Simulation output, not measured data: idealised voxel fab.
This is a process module. Its name is voxel self aligned vias.
275 nm wide, 5 nm square cells: that's cross-section cut.
Cross-section format: a grid of square cells, given as bands from top to bottom; each band is one or more rows of cells. Each band's line starts with the height of the band's top and of its bottom, in nm. Then come its materials from left to right, each with its width in nm. One material with "everywhere" fills the band from edge to edge. "blank" is empty space. A quick word on heights: they are counted from 0, and under that level the wafer as it came to us is one material throughout. The lowest band is different from the rest in having no bottom; it simply continues downward, written as in "0..down". Think of "30 to 40" as a width that walks from the first number to the second as you go down the band, top row to bottom row, taking equal-sized steps from row to row. The cross-section has no changed cell in any step marked "no alteration". "Trapped voids" lists enclosed empty spaces (at least 8 cells, no open path upward to the top), each as width x height at distance from the left edge, in nm. On each step's line, the part that comes after the settings is the simulator's own comment on the step. "overlay nm" denotes, for a step that has a mask, the displacement of the mask to the right of its planned place, with negative values corresponding to the left.

[Intended process steps]
1) RECEIVE with material Si
2) CONFORMAL_DEP with material SiO2, thk nm 15
3) CONFORMAL_DEP with material SiCN, thk nm 5
4) DIRECTIONAL_DEP with material SiO2, thk nm 25
5) PATTERN with tone open, mask id LINES, material resist, width nm 25, pitch nm 75, thk nm 15, overlay nm 0
6) DIRECTIONAL_ETCH with etch materials SiO2, depth nm 25
7) STRIP with etch materials resist
8) CONFORMAL_DEP with material TiN, thk nm 5
9) FILL_DEP with material Ru, thk nm 10
10) CMP with height nm 45
11) SELECTIVE_ETCH with etch materials W Ru TiN, depth nm 10
12) FILL_DEP with material SiN, thk nm 5
13) CMP with height nm 45
14) DIRECTIONAL_DEP with material SiO2, thk nm 15
15) PATTERN with tone open, mask id VIAS, material resist, width nm 45, pitch nm 150, thk nm 20, overlay nm 0
16) DIRECTIONAL_ETCH with etch materials SiO2, depth nm 15
17) DIRECTIONAL_ETCH with etch materials SiN, depth nm 10
18) STRIP with etch materials resist
19) CONFORMAL_DEP with material TiN, thk nm 5
20) FILL_DEP with material W, thk nm 5
21) CMP with height nm 60
22) CONFORMAL_DEP with material SiN, thk nm 5

[The first of the two wafers, which ran as planned]

[As-received state of the wafer in cross-section, equivalent to post-step 1]
* 0..down  Si everywhere
* Trapped voids: none

[Cross-section through the wafer, step 2 finished]
* 15..0  SiO2 everywhere
* All layers under 0 are left as they were.

[Cross-section through the wafer, step 3 finished]
* 20..15  SiCN everywhere
* All layers under 15 are left as they were.

[Cross-section through the wafer, step 4 finished]
* 45..20  SiO2 everywhere
* All layers under 20 are left as they were.

[Cross-section through the wafer, step 5 finished]
* 60..45  resist 50, then blank 25, then resist 50, then blank 25, then resist 50, then blank 25, then resist 50
* All layers under 45 are left as they were.

[Cross-section through the wafer, step 6 finished]
* 60..45  resist 50, then blank 25, then resist 50, then blank 25, then resist 50, then blank 25, then resist 50
* 45..20  SiO2 50, then blank 25, then SiO2 50, then blank 25, then SiO2 50, then blank 25, then SiO2 50
* All layers under 20 are left as they were.

[Cross-section through the wafer, step 7 finished]
* 45..20  SiO2 50, then blank 25, then SiO2 50, then blank 25, then SiO2 50, then blank 25, then SiO2 50
* All layers under 20 are left as they were.

[Cross-section through the wafer, step 8 finished]
* 50..45  TiN 55, then blank 15, then TiN 60, then blank 15, then TiN 60, then blank 15, then TiN 55
* 45..25  SiO2 50, then TiN 5, then blank 15, then TiN 5, then SiO2 50, then TiN 5, then blank 15, then TiN 5, then SiO2 50, then TiN 5, then blank 15, then TiN 5, then SiO2 50
* 25..20  SiO2 50, then TiN 25, then SiO2 50, then TiN 25, then SiO2 50, then TiN 25, then SiO2 50
* All layers under 20 are left as they were.

[Cross-section through the wafer, step 9 finished]
* 60..50  Ru everywhere
* 50..45  TiN 55, then Ru 15, then TiN 60, then Ru 15, then TiN 60, then Ru 15, then TiN 55
* 45..25  SiO2 50, then TiN 5, then Ru 15, then TiN 5, then SiO2 50, then TiN 5, then Ru 15, then TiN 5, then SiO2 50, then TiN 5, then Ru 15, then TiN 5, then SiO2 50
* All layers under 25 are left as they were.

[Cross-section through the wafer, step 10 finished]
* 45..25  SiO2 50, then TiN 5, then Ru 15, then TiN 5, then SiO2 50, then TiN 5, then Ru 15, then TiN 5, then SiO2 50, then TiN 5, then Ru 15, then TiN 5, then SiO2 50
* All layers under 25 are left as they were.

[Cross-section through the wafer, step 11 finished]
* 45..35  SiO2 50, then blank 25, then SiO2 50, then blank 25, then SiO2 50, then blank 25, then SiO2 50
* All layers under 35 are left as they were.

[Cross-section through the wafer, step 12 finished]
* 50..45  SiN everywhere
* 45..35  SiO2 50, then SiN 25, then SiO2 50, then SiN 25, then SiO2 50, then SiN 25, then SiO2 50
* All layers under 35 are left as they were.

[Cross-section through the wafer, step 13 finished]
* 45..35  SiO2 50, then SiN 25, then SiO2 50, then SiN 25, then SiO2 50, then SiN 25, then SiO2 50
* All layers under 35 are left as they were.

[Cross-section through the wafer, step 14 finished]
* 60..45  SiO2 everywhere
* All layers under 45 are left as they were.

[Cross-section through the wafer, step 15 finished]
* 80..60  resist 40, then blank 45, then resist 105, then blank 45, then resist 40
* All layers under 60 are left as they were.

[Cross-section through the wafer, step 16 finished]
* 80..60  resist 40, then blank 45, then resist 105, then blank 45, then resist 40
* 60..45  SiO2 40, then blank 45, then SiO2 105, then blank 45, then SiO2 40
* All layers under 45 are left as they were.

[Cross-section through the wafer, step 17 finished]
* 80..60  resist 40, then blank 45, then resist 105, then blank 45, then resist 40
* 60..45  SiO2 40, then blank 45, then SiO2 105, then blank 45, then SiO2 40
* 45..35  SiO2 50, then blank 25, then SiO2 50, then SiN 25, then SiO2 50, then blank 25, then SiO2 50
* All layers under 35 are left as they were.

[Cross-section through the wafer, step 18 finished]
* 60..45  SiO2 40, then blank 45, then SiO2 105, then blank 45, then SiO2 40
* All layers under 45 are left as they were.

[Cross-section through the wafer, step 19 finished]
* 65..60  TiN 45, then blank 35, then TiN 115, then blank 35, then TiN 45
* 60..50  SiO2 40, then TiN 5, then blank 35, then TiN 5, then SiO2 105, then TiN 5, then blank 35, then TiN 5, then SiO2 40
* 50..45  SiO2 40, then TiN 15, then blank 15, then TiN 15, then SiO2 105, then TiN 15, then blank 15, then TiN 15, then SiO2 40
* 45..40  SiO2 50, then TiN 5, then blank 15, then TiN 5, then SiO2 50, then SiN 25, then SiO2 50, then TiN 5, then blank 15, then TiN 5, then SiO2 50
* 40..35  SiO2 50, then TiN 25, then SiO2 50, then SiN 25, then SiO2 50, then TiN 25, then SiO2 50
* All layers under 35 are left as they were.

[Cross-section through the wafer, step 20 finished]
* 70..65  W everywhere
* 65..60  TiN 45, then W 35, then TiN 115, then W 35, then TiN 45
* 60..50  SiO2 40, then TiN 5, then W 35, then TiN 5, then SiO2 105, then TiN 5, then W 35, then TiN 5, then SiO2 40
* 50..45  SiO2 40, then TiN 15, then W 15, then TiN 15, then SiO2 105, then TiN 15, then W 15, then TiN 15, then SiO2 40
* 45..40  SiO2 50, then TiN 5, then W 15, then TiN 5, then SiO2 50, then SiN 25, then SiO2 50, then TiN 5, then W 15, then TiN 5, then SiO2 50
* All layers under 40 are left as they were.

[Cross-section through the wafer, step 21 finished]
* 60..50  SiO2 40, then TiN 5, then W 35, then TiN 5, then SiO2 105, then TiN 5, then W 35, then TiN 5, then SiO2 40
* All layers under 50 are left as they were.

[Cross-section through the wafer, step 22 finished]
* 65..60  SiN everywhere
* All layers under 60 are left as they were.

[Now the other wafer: same start, same recipe, but we messed up one thing when running it. Up to and including step 13 it's the same as the first one]

[Cross-section of the second wafer corresponding to the planned conclusion of step 14]
* 60..45  Ru everywhere
* All layers under 45 are left as they were.

[Cross-section of the second wafer corresponding to the planned conclusion of step 15]
* 80..60  resist 40, then blank 45, then resist 105, then blank 45, then resist 40
* All layers under 60 are left as they were.

Cross-section of the second wafer corresponding to the planned conclusion of step 16: no alteration

Cross-section of the second wafer corresponding to the planned conclusion of step 17: no alteration

[Cross-section of the second wafer corresponding to the planned conclusion of step 18]
* 60..45  Ru everywhere
* All layers under 45 are left as they were.

[Cross-section of the second wafer corresponding to the planned conclusion of step 19]
* 65..60  TiN everywhere
* All layers under 60 are left as they were.

[Cross-section of the second wafer corresponding to the planned conclusion of step 20]
* 70..65  W everywhere
* All layers under 65 are left as they were.

[Cross-section of the second wafer corresponding to the planned conclusion of step 21]
* 60..45  Ru everywhere
* All layers under 45 are left as they were.

[Cross-section of the second wafer corresponding to the planned conclusion of step 22]
* 65..60  SiN everywhere
* All layers under 60 are left as they were.
Heads up, the wafer didn't run the way we planned it: in deviation from the planned setting, step 14 was conducted as DIRECTIONAL_DEP with material Ru, thk nm 15
Final wafer comparison in cells, second versus first, more or fewer per material: +165 Ru | +20 SiN | -111 SiO2 | -34 TiN | -40 W
